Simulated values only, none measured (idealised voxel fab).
The document below concerns the process module designated voxel lift off.
Xsec cut, 195 nm wide, square cell size 5 nm.
Cross-sections here: square-cell grids, written as top-down lists of bands, a band being one or more rows of cells. This entry defines a band. It first specifies the height of the band's top and the height of its bottom in nm, and then specifies the band's materials from left to right, stating each material with its width in nm. The word "full width" identifies a single material that fills the band from edge to edge, while the word "empty" identifies empty space. Heights are measured from 0, the level below which the as-received wafer is all one material; the lowest band has no bottom and continues downward, written as in "z 0 and below". Width "30 to 40": first value at the band's top row of cells, second value at its bottom row, equal change from row to row. When a step is marked "nothing was modified", none of the cells in the cross-section changed during that step. If an empty space has no open way to the top and is at least 8 cells in size, "Closed void listing" lists it, written width x height at distance, where distance is measured from the left edge and every value is in nm. That trailing text on a step's line, after the settings, is the simulator's own remark on the step. On any step carrying a mask, the "overlay nm" setting, if present on the step's line, tells how far right of its planned place the mask lay; negative values point to the left.
Planned step list for the process
1,RECEIVE with material Si
2,CONFORMAL_DEP with material SiN, thk nm 10
3,PATTERN with tone open, mask id LINES, material resist, width nm 15, pitch nm 45, thk nm 20, overlay nm 0
4,DIRECTIONAL_DEP with material Ru, thk nm 5
5,STRIP with etch materials resist
6,CONFORMAL_DEP with material SiCN, thk nm 5
Cross-section of the wafer upon arrival, representing the state reached after step 1
- z 0 and below | Si full width
- Closed void listing: none
Cross-sectional result after module completion. Note: starting condition and plan are unchanged from above; one processing mistake was made
- z 20 to 15 | SiCN=25, then empty=5, then SiCN=40, then empty=5, then SiCN=40, then empty=5, then SiCN=40, then empty=5, then SiCN=30
- z 15 to 10 | Ru=20, then SiCN=15, then Ru=30, then SiCN=15, then Ru=30, then SiCN=15, then Ru=30, then SiCN=15, then Ru=25
- z 10 to 0 | SiN full width
- z 0 and below | Si full width
- Closed void listing: none
Plan not followed: step 3 changed vs plan, executed as PATTERN with tone cover, mask id LINES, material resist, width nm 15, pitch nm 45, thk nm 20, overlay nm 0
